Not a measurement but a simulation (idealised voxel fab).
The process module presented herein is designated voxel fin reveal.
This is section cut - it's 155 nm across, gridded in 5 nm square cells.
A cross-section is written here as square cells arranged in a grid, and it is given in bands from the top down, each band taking up one or more rows of cells.
A band entry consists of two parts. The first gives the height of the band's top and the height of its bottom, in nm. The rest lists the band's materials from left to right, each with its width in nm. A single material labelled with the word "throughout" fills the band from edge to edge, and the word "empty" marks empty space.
For the purposes of this specification, 0 denotes the height below which the wafer in its as-received condition is composed wholly of one material, and the lowermost band, lacking a lower limit, extends downward without end, as expressed in "0 down".
A two-number width, for instance "30..40", indicates that the width is equal to the first number in the top row of the band and to the second number in the bottom row, and that it changes by a constant amount per row of cells.
Step note "remained the same" = no cross-section cell changed.
So "Tabulated closed voids" is basically the list of trapped voids: any empty space of 8 cells or more that can't reach the top through an opening. They're written width x height at distance, the distance being from the left edge, and it's all nm.
Heads up: the bit after the settings on a step's line is the simulator's remark on that step.
Steps that use a mask can have "overlay nm" on their line. It says how far the mask sat to the right of where it was meant to be. Negative means to the left.

# The process steps that were planned are listed below
1,RECEIVE: material Si
2,CONFORMAL_DEP: material SiN, thk nm 10
3,DIRECTIONAL_DEP: material aC, thk nm 15
4,PATTERN: tone cover, mask id FINS, material resist, width nm 15, pitch nm 40, thk nm 30, overlay nm 0
5,DIRECTIONAL_ETCH: etch materials aC, depth nm 15
6,STRIP: etch materials resist
7,DIRECTIONAL_ETCH: etch materials SiN, depth nm 10
8,DIRECTIONAL_ETCH: etch materials Si, depth nm 30
9,STRIP: etch materials aC
10,FILL_DEP: material SiO2, thk nm 15
11,CMP: height nm 10
12,SELECTIVE_ETCH: etch materials SiO2, depth nm 30
13,STRIP: etch materials SiN
14,CONFORMAL_DEP: material HfO2, thk nm 5

# Incoming wafer in cross-section (state: after step 1)
> 0 down: Si throughout
> Tabulated closed voids: none

# Wafer cross-section at end of module: start and plan as shown above, one execution error
> 5 to 0: empty=45; HfO2=25; empty=15; HfO2=25; empty=45
> 0 to -15: empty=45; HfO2=5; Si=15; HfO2=5; empty=15; HfO2=5; Si=15; HfO2=5; empty=45
> -15 to -20: HfO2=25; empty=20; HfO2=5; Si=15; HfO2=5; empty=15; HfO2=5; Si=15; HfO2=5; empty=20; HfO2=25
> -20 to -25: SiO2=20; HfO2=5; empty=20; HfO2=5; Si=15; HfO2=5; empty=15; HfO2=5; Si=15; HfO2=5; empty=20; HfO2=5; SiO2=20
> -25 to -30: SiO2=20; HfO2=30; Si=15; HfO2=25; Si=15; HfO2=30; SiO2=20
> -30 down: Si throughout
> Tabulated closed voids: none
Against the plan, the run slipped here: mixed up steps 12 and 13 - ran each in the other's place
